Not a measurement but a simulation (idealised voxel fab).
You're looking at the process module voxel self aligned vias.
Section cut is 255 nm wide and gridded with 5 nm square cells.
Reading order for cross-sections: top band down to bottom band. Underlying form: a grid of square cells. Band size: one or more rows of cells.
Each band's line starts with the height of the band's top and of its bottom, in nm. Then come its materials from left to right, each with its width in nm. One material with "throughout" fills the band from edge to edge. "blank" is empty space.
Beneath 0, the wafer as received is one material, and that level is where height counting begins. The lowest band goes on downward without a bottom; it is written like "0..down".
The two numbers in a width such as "30->40" mark its ends across the band: the first belongs to the top row of cells, the second to the bottom row, and from each row to the next the width moves by the same amount.
Key: "no change" - step with no changed cell in the cross-section.
Heads up: "Voids lacking openings" only lists the empty pockets with no open path to the top that are 8 cells or more, and it writes them as width x height at distance, distance from the left edge, in nm.
The remark found on a step's line after its settings is issued by the simulator itself and pertains to that step.
You can add "overlay nm" to a step's line. For a step with a mask, it describes how far the mask lay to the right of its planned position, and a negative number describes a lay to the left.
[Planned process steps]
step 1: RECEIVE with material Si
step 2: CONFORMAL_DEP with material SiO2, thk nm 10
step 3: CONFORMAL_DEP with material SiCN, thk nm 5
step 4: DIRECTIONAL_DEP with material SiO2, thk nm 25
step 5: MASKED_ETCH with tone open, mask id LINES, width nm 25, pitch nm 60, etch materials SiO2, depth nm 25, overlay nm 0
step 6: CONFORMAL_DEP with material TiN, thk nm 5
step 7: FILL_DEP with material W, thk nm 5
step 8: CMP with height nm 40
step 9: SELECTIVE_ETCH with etch materials W Ru TiN, depth nm 10
step 10: FILL_DEP with material SiN, thk nm 10
step 11: CMP with height nm 40
step 12: DIRECTIONAL_DEP with material SiO2, thk nm 20
step 13: MASKED_ETCH with tone open, mask id VIAS, width nm 45, pitch nm 120, etch materials SiO2, depth nm 20, overlay nm 0
step 14: MASKED_ETCH with tone open, mask id VIAS, width nm 45, pitch nm 120, etch materials SiN, depth nm 10, overlay nm 0
step 15: CONFORMAL_DEP with material TiN, thk nm 5
step 16: FILL_DEP with material Cu, thk nm 5
step 17: CMP with height nm 60
step 18: CONFORMAL_DEP with material SiCN, thk nm 5
[Wafer as received: cross-section following step 1]
* 0..down  Si throughout
* Voids lacking openings: none
[As-planned run: cross-section of the first of two wafers at end of module]
* 65..60  SiCN throughout
* 60..45  SiO2 (45)  TiN (5)  Cu (35)  TiN (5)  SiO2 (75)  TiN (5)  Cu (35)  TiN (5)  SiO2 (45)
* 45..40  SiO2 (45)  TiN (15)  Cu (15)  TiN (15)  SiO2 (75)  TiN (15)  Cu (15)  TiN (15)  SiO2 (45)
* 40..35  SiO2 (55)  TiN (5)  Cu (15)  TiN (5)  SiO2 (35)  SiN (25)  SiO2 (35)  TiN (5)  Cu (15)  TiN (5)  SiO2 (55)
* 35..30  SiO2 (55)  TiN (25)  SiO2 (35)  SiN (25)  SiO2 (35)  TiN (25)  SiO2 (55)
* 30..20  SiO2 (55)  TiN (5)  W (15)  TiN (5)  SiO2 (35)  TiN (5)  W (15)  TiN (5)  SiO2 (35)  TiN (5)  W (15)  TiN (5)  SiO2 (55)
* 20..15  SiO2 (55)  TiN (25)  SiO2 (35)  TiN (25)  SiO2 (35)  TiN (25)  SiO2 (55)
* 15..10  SiCN throughout
* 10..0  SiO2 throughout
* 0..down  Si throughout
* Voids lacking openings: none
[Cross-section at end of module for the second wafer of two, which matched the first in starting point and plan and differed by one mistake in its processing]
* 65..60  SiCN throughout
* 60..45  SiO2 (40)  TiN (5)  Cu (35)  TiN (5)  SiO2 (75)  TiN (5)  Cu (35)  TiN (5)  SiO2 (50)
* 45..40  SiO2 (40)  TiN (20)  Cu (15)  TiN (10)  SiO2 (75)  TiN (20)  Cu (15)  TiN (10)  SiO2 (50)
* 40..35  SiO2 (55)  TiN (5)  Cu (15)  TiN (5)  SiO2 (35)  SiN (25)  SiO2 (35)  TiN (5)  Cu (15)  TiN (5)  SiO2 (55)
* 35..30  SiO2 (55)  TiN (25)  SiO2 (35)  SiN (25)  SiO2 (35)  TiN (25)  SiO2 (55)
* 30..20  SiO2 (55)  TiN (5)  W (15)  TiN (5)  SiO2 (35)  TiN (5)  W (15)  TiN (5)  SiO2 (35)  TiN (5)  W (15)  TiN (5)  SiO2 (55)
* 20..15  SiO2 (55)  TiN (25)  SiO2 (35)  TiN (25)  SiO2 (35)  TiN (25)  SiO2 (55)
* 15..10  SiCN throughout
* 10..0  SiO2 throughout
* 0..down  Si throughout
* Voids lacking openings: none
What was the processing mistake? step 13 off recipe, ran as MASKED_ETCH with tone open, mask id VIAS, width nm 45, pitch nm 120, etch materials SiO2, depth nm 20, overlay nm -5
Comparing end states, the material composition by cell count is preserved from the first wafer to the second, while the locations of the cells are not.
